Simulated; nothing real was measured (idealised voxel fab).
Proc. module: voxel transistor to metal
FYI the section here is cut, 195 nm wide, cells are 5 nm squares.
Cross-section = grid of square cells, listed top down in bands; band = one or more rows. The entry gives the band's vertical extent as a top height and a bottom height in nm, then its horizontal make-up as materials from left to right, each with a width in nm. "air" stands for empty space; a single material marked "edge to edge" fills the band edge to edge. Where do heights start? At 0: under that level the wafer as delivered is made of one material only. And the lowest band has no floor; it just carries on downward, as in "top 0, no bottom". Per-row width for "30 to 40": begins at first number (top row of band), ends at second number (bottom row), increment between rows held constant. "no modifications" -> step changed no cross-section cell. "Fully sealed voids" - sealed voids, min. 8 cells, no opening to top; format: width x height at distance (distance from left edge; nm throughout). What comes after the settings on a step's line is commentary from the simulator itself on that step. The "overlay nm" setting may appear on a step's line; for a step that uses a mask, it gives how far to the right of its planned position the mask lay, and a negative value indicates the left.
Set out below are the planned steps of the process:
1 RECEIVE with material Si
2 OXIDIZE with depth nm 5
3 CONFORMAL_DEP with material SiN, thk nm 15
4 MASKED_ETCH with tone cover, mask id ACTIVE, width nm 105, etch materials SiN, depth nm 15, overlay nm 0
5 MASKED_ETCH with tone cover, mask id ACTIVE, width nm 105, etch materials SiO2, depth nm 5, overlay nm 0
6 MASKED_ETCH with tone cover, mask id ACTIVE, width nm 105, etch materials Si, depth nm 20, overlay nm 0
7 FILL_DEP with material SiO2, thk nm 5
8 CMP with height nm 15
9 SELECTIVE_ETCH with etch materials SiO2, depth nm 5
10 STRIP with etch materials SiN
11 SELECTIVE_ETCH with etch materials SiO2, depth nm 5
12 OXIDIZE with depth nm 5
13 DIRECTIONAL_DEP with material polySi, thk nm 25
14 DIRECTIONAL_DEP with material SiCN, thk nm 10
15 DIRECTIONAL_DEP with material aC, thk nm 15
16 PATTERN with tone cover, mask id GATE, material resist, width nm 35, thk nm 30, overlay nm 0
17 DIRECTIONAL_ETCH with etch materials aC, depth nm 15
18 STRIP with etch materials resist
19 DIRECTIONAL_ETCH with etch materials SiCN, depth nm 20
20 DIRECTIONAL_ETCH with etch materials polySi, depth nm 35
21 STRIP with etch materials aC
22 CONFORMAL_DEP with material SiN, thk nm 5
23 DIRECTIONAL_ETCH with etch materials SiN, depth nm 5
24 DIRECTIONAL_ETCH with etch materials SiO2, depth nm 5
25 DIRECTIONAL_ETCH with etch materials Si, depth nm 5
26 EPI with material pSi, thk nm 5
27 FILL_DEP with material SiO2, thk nm 5
28 CMP with height nm 20
29 STRIP with etch materials polySi
30 SELECTIVE_ETCH with etch materials SiO2, depth nm 5
31 CONFORMAL_DEP with material HfO2, thk nm 5
32 CONFORMAL_DEP with material TiN, thk nm 5
33 FILL_DEP with material W, thk nm 5
34 CMP with height nm 15
35 DIRECTIONAL_DEP with material SiO2, thk nm 10
36 PATTERN with tone open, mask id CONTACT, material resist, width nm 15, pitch nm 80, thk nm 20, overlay nm 0
37 DIRECTIONAL_ETCH with etch materials SiO2, depth nm 35
38 STRIP with etch materials resist
39 CONFORMAL_DEP with material TiN, thk nm 5
40 FILL_DEP with material Ru, thk nm 10
41 CMP with height nm 25
42 DIRECTIONAL_DEP with material TiN, thk nm 5
43 DIRECTIONAL_DEP with material Ru, thk nm 25
44 MASKED_ETCH with tone cover, mask id METAL_1, width nm 15, pitch nm 80, etch materials Ru, depth nm 25, overlay nm 0
45 MASKED_ETCH with tone cover, mask id METAL_1, width nm 15, pitch nm 80, etch materials TiN, depth nm 5, overlay nm 0
46 FILL_DEP with material SiO2, thk nm 5
47 CMP with height nm 55
48 CONFORMAL_DEP with material SiN, thk nm 5
Shown in cross-section is the wafer as received, that is, as it stands after step 1:
	top 0, no bottom = Si edge to edge
	Fully sealed voids: none
Sectioned view, first of two wafers, at the close of the module, processed as intended in the plan:
	top 60, bottom 55 = SiN edge to edge
	top 55, bottom 30 = 50 of SiO2  15 of Ru  65 of SiO2  15 of Ru  50 of SiO2
	top 30, bottom 25 = 50 of SiO2  15 of TiN  65 of SiO2  15 of TiN  50 of SiO2
	top 25, bottom 15 = 50 of SiO2  5 of TiN  5 of Ru  5 of TiN  65 of SiO2  5 of TiN  5 of Ru  5 of TiN  50 of SiO2
	top 15, bottom 5 = 50 of SiO2  5 of TiN  5 of Ru  5 of TiN  10 of SiO2  5 of SiN  5 of HfO2  5 of TiN  15 of W  5 of TiN  5 of HfO2  5 of SiN  10 of SiO2  5 of TiN  5 of Ru  5 of TiN  50 of SiO2
	top 5, bottom 0 = 40 of SiO2  5 of SiN  5 of SiO2  5 of TiN  5 of Ru  5 of TiN  10 of SiO2  5 of SiN  5 of HfO2  5 of TiN  15 of W  5 of TiN  5 of HfO2  5 of SiN  10 of SiO2  5 of TiN  5 of Ru  5 of TiN  5 of SiO2  5 of SiN  40 of SiO2
	top 0, bottom -5 = 40 of SiO2  5 of SiN  5 of SiO2  5 of TiN  5 of Ru  5 of TiN  10 of SiO2  5 of SiN  5 of HfO2  25 of TiN  5 of HfO2  5 of SiN  10 of SiO2  5 of TiN  5 of Ru  5 of TiN  5 of SiO2  5 of SiN  40 of SiO2
	top -5, bottom -10 = 50 of SiO2  15 of TiN  5 of SiO2  5 of pSi  45 of HfO2  5 of pSi  5 of SiO2  15 of TiN  50 of SiO2
	top -10, bottom -15 = 45 of SiO2  30 of pSi  45 of Si  30 of pSi  45 of SiO2
	top -15, bottom -25 = 45 of SiO2  105 of Si  45 of SiO2
	top -25, no bottom = Si edge to edge
	Fully sealed voids: none
Cross-sectional image of the second wafer of the two following completion of the module. Starting state and process plan were the same as for the first wafer; one execution error occurred:
	top 60, bottom 55 = SiN edge to edge
	top 55, bottom 50 = SiO2 edge to edge
	top 50, bottom 30 = 50 of SiO2  15 of Ru  65 of SiO2  15 of Ru  50 of SiO2
	top 30, bottom 25 = 50 of SiO2  15 of TiN  65 of SiO2  15 of TiN  50 of SiO2
	top 25, bottom 15 = 50 of SiO2  5 of TiN  5 of Ru  5 of TiN  65 of SiO2  5 of TiN  5 of Ru  5 of TiN  50 of SiO2
	top 15, bottom 5 = 50 of SiO2  5 of TiN  5 of Ru  5 of TiN  10 of SiO2  5 of SiN  5 of HfO2  5 of TiN  15 of W  5 of TiN  5 of HfO2  5 of SiN  10 of SiO2  5 of TiN  5 of Ru  5 of TiN  50 of SiO2
	top 5, bottom 0 = 40 of SiO2  5 of SiN  5 of SiO2  5 of TiN  5 of Ru  5 of TiN  10 of SiO2  5 of SiN  5 of HfO2  5 of TiN  15 of W  5 of TiN  5 of HfO2  5 of SiN  10 of SiO2  5 of TiN  5 of Ru  5 of TiN  5 of SiO2  5 of SiN  40 of SiO2
	top 0, bottom -5 = 40 of SiO2  5 of SiN  5 of SiO2  5 of TiN  5 of Ru  5 of TiN  10 of SiO2  5 of SiN  5 of HfO2  25 of TiN  5 of HfO2  5 of SiN  10 of SiO2  5 of TiN  5 of Ru  5 of TiN  5 of SiO2  5 of SiN  40 of SiO2
	top -5, bottom -10 = 50 of SiO2  15 of TiN  5 of SiO2  5 of pSi  45 of HfO2  5 of pSi  5 of SiO2  15 of TiN  50 of SiO2
	top -10, bottom -15 = 45 of SiO2  30 of pSi  45 of Si  30 of pSi  45 of SiO2
	top -15, bottom -25 = 45 of SiO2  105 of Si  45 of SiO2
	top -25, no bottom = Si edge to edge
	Fully sealed voids: none
What was done differently from what was planned? not per plan at step 43, really ran DIRECTIONAL_DEP with material Ru, thk nm 20
Looking at both finished wafers in cells, the second ends up ahead of or behind the first on some materials: -6 Ru, +6 SiO2
